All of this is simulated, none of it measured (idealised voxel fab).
Presented below is a process module, voxel capacitor over wiring.
Each square cell in cross-section cut measures 5 nm, and the section as a whole is 240 nm wide.
Throughout this document, each cross-section is represented as a grid of square cells and is presented as a sequence of bands enumerated from the top downward, where a band comprises one or more rows of cells.
A band entry consists of two parts. The first gives the height of the band's top and the height of its bottom, in nm. The rest lists the band's materials from left to right, each with its width in nm. A single material labelled with the word "edge to edge" fills the band from edge to edge, and the word "air" marks empty space.
Basically, 0 is our baseline, since under it the wafer straight out of the box is all one material. The bottom band has no lower end and keeps on going down, so it looks like "from 0 down".
A two-number width, for instance "30..40", indicates that the width is equal to the first number in the top row of the band and to the second number in the bottom row, and that it changes by a constant amount per row of cells.
"same as before" (step): cross-section cells unchanged, all of them.
"Fully sealed cavities" means: voids of 8 cells or more that are shut off from the top with no open way through. Written width x height at distance, distance from the left edge, in nm.
What comes after the settings on a step's line is commentary from the simulator itself on that step.
The line of a step may include "overlay nm". On a step with a mask, this value is how far to the right of its planned place the mask lay. A negative value means the mask lay to the left.
# Intended process steps
- 1: RECEIVE: material Si
- 2: CONFORMAL_DEP: material SiO2, thk nm 10
- 3: CONFORMAL_DEP: material SiN, thk nm 5
- 4: DIRECTIONAL_DEP: material SiO2, thk nm 15
- 5: PATTERN: tone open, mask id METAL_1, material resist, width nm 30, pitch nm 80, thk nm 15, overlay nm 0
- 6: DIRECTIONAL_ETCH: etch materials SiO2, depth nm 15
- 7: DIRECTIONAL_ETCH: etch materials SiN, depth nm 5
- 8: STRIP: etch materials resist
- 9: CONFORMAL_DEP: material TiN, thk nm 5
- 10: FILL_DEP: material Cu, thk nm 5
- 11: CMP: height nm 30
- 12: EPI: material Ru, thk nm 5
- 13: FILL_DEP: material SiCN, thk nm 5
- 14: DIRECTIONAL_DEP: material SiO2, thk nm 15
- 15: DIRECTIONAL_DEP: material aC, thk nm 15
- 16: PATTERN: tone open, mask id PLUG_1, material resist, width nm 15, thk nm 30, overlay nm 0
- 17: DIRECTIONAL_ETCH: etch materials aC, depth nm 15
- 18: STRIP: etch materials resist
- 19: DIRECTIONAL_ETCH: etch materials SiO2, depth nm 15
- 20: DIRECTIONAL_ETCH: etch materials SiCN, depth nm 5
- 21: STRIP: etch materials aC
- 22: CONFORMAL_DEP: material TiN, thk nm 5
- 23: FILL_DEP: material W, thk nm 10
- 24: CMP: height nm 55
- 25: DIRECTIONAL_DEP: material TiN, thk nm 10
- 26: DIRECTIONAL_DEP: material Al2O3, thk nm 5
- 27: DIRECTIONAL_DEP: material TiN, thk nm 5
- 28: MASKED_ETCH: tone cover, mask id UPPER_PLATE, width nm 45, etch materials TiN, depth nm 5, overlay nm 0
- 29: MASKED_ETCH: tone cover, mask id UPPER_PLATE, width nm 55, etch materials Al2O3, depth nm 5, overlay nm 0
- 30: MASKED_ETCH: tone cover, mask id LOWER_PLATE, width nm 65, etch materials TiN, depth nm 10, overlay nm 0
- 31: FILL_DEP: material SiO2, thk nm 20
- 32: CMP: height nm 90
- 33: DIRECTIONAL_DEP: material aC, thk nm 15
- 34: PATTERN: tone open, mask id PLUG_2, material resist, width nm 15, thk nm 35, overlay nm 0
- 35: DIRECTIONAL_ETCH: etch materials aC, depth nm 15
- 36: STRIP: etch materials resist
- 37: DIRECTIONAL_ETCH: etch materials SiO2, depth nm 15
- 38: STRIP: etch materials aC
- 39: CONFORMAL_DEP: material TiN, thk nm 5
- 40: FILL_DEP: material Ru, thk nm 5
- 41: CMP: height nm 90
- 42: CONFORMAL_DEP: material SiN, thk nm 5
The wafers are alike at the start. At step 28, their width nm differs. The plan lists the first wafer's value.
# As received, i.e. after step 1: cross-section through the first of several wafers
from 0 down: Si edge to edge
Fully sealed cavities: none
# End of module: cross-section of the first of several wafers after step 42, the last step
from 95 to 90: SiN edge to edge
from 90 to 80: 90 SiO2 / 5 TiN / 5 Ru / 5 TiN / 135 SiO2
from 80 to 70: 90..85 SiO2 / 15..45 TiN / 135..110 SiO2
from 70 to 65: 80 SiO2 / 55 Al2O3 / 105 SiO2
from 65 to 55: 75 SiO2 / 65 TiN / 100 SiO2
from 55 to 40: 80 SiO2 / 5 TiN / 5 W / 5 TiN / 145 SiO2
from 40 to 35: 80 SiCN / 15 TiN / 145 SiCN
from 35 to 30: 60 SiCN / 40 Ru / 40 SiCN / 40 Ru / 60 SiCN
from 30 to 15: 65 SiO2 / 5 TiN / 20 Cu / 5 TiN / 50 SiO2 / 5 TiN / 20 Cu / 5 TiN / 65 SiO2
from 15 to 10: 65 SiN / 30 TiN / 50 SiN / 30 TiN / 65 SiN
from 10 to 0: SiO2 edge to edge
from 0 down: Si edge to edge
Fully sealed cavities: none
# Cross-section, last wafer, module completion
from 95 to 90: SiN edge to edge
from 90 to 80: 90 SiO2 / 5 TiN / 5 Ru / 5 TiN / 135 SiO2
from 80 to 70: 90..75 SiO2 / 15..65 TiN / 135..100 SiO2
from 70 to 65: 75 SiO2 / 70 Al2O3 / 95 SiO2
from 65 to 55: 75 SiO2 / 70 TiN / 95 SiO2
from 55 to 40: 80 SiO2 / 5 TiN / 5 W / 5 TiN / 145 SiO2
from 40 to 35: 80 SiCN / 15 TiN / 145 SiCN
from 35 to 30: 60 SiCN / 40 Ru / 40 SiCN / 40 Ru / 60 SiCN
from 30 to 15: 65 SiO2 / 5 TiN / 20 Cu / 5 TiN / 50 SiO2 / 5 TiN / 20 Cu / 5 TiN / 65 SiO2
from 15 to 10: 65 SiN / 30 TiN / 50 SiN / 30 TiN / 65 SiN
from 10 to 0: SiO2 edge to edge
from 0 down: Si edge to edge
Fully sealed cavities: none
# Row per wafer, end-of-module: cell gain (+)/loss (-) by material since the wafer came in, then closed voids
width nm 45; +11 Al2O3; +24 Cu; +18 Ru; +77 SiCN; +84 SiN; +620 SiO2; +75 TiN; +3 W; Fully sealed cavities: none
width nm 50; +11 Al2O3; +24 Cu; +18 Ru; +77 SiCN; +84 SiN; +619 SiO2; +76 TiN; +3 W; Fully sealed cavities: none
width nm 55; +11 Al2O3; +24 Cu; +18 Ru; +77 SiCN; +84 SiN; +618 SiO2; +77 TiN; +3 W; Fully sealed cavities: none
width nm 60; +12 Al2O3; +24 Cu; +18 Ru; +77 SiCN; +84 SiN; +616 SiO2; +78 TiN; +3 W; Fully sealed cavities: none
width nm 65; +13 Al2O3; +24 Cu; +18 Ru; +77 SiCN; +84 SiN; +614 SiO2; +79 TiN; +3 W; Fully sealed cavities: none
width nm 70; +14 Al2O3; +24 Cu; +18 Ru; +77 SiCN; +84 SiN; +611 SiO2; +81 TiN; +3 W; Fully sealed cavities: none
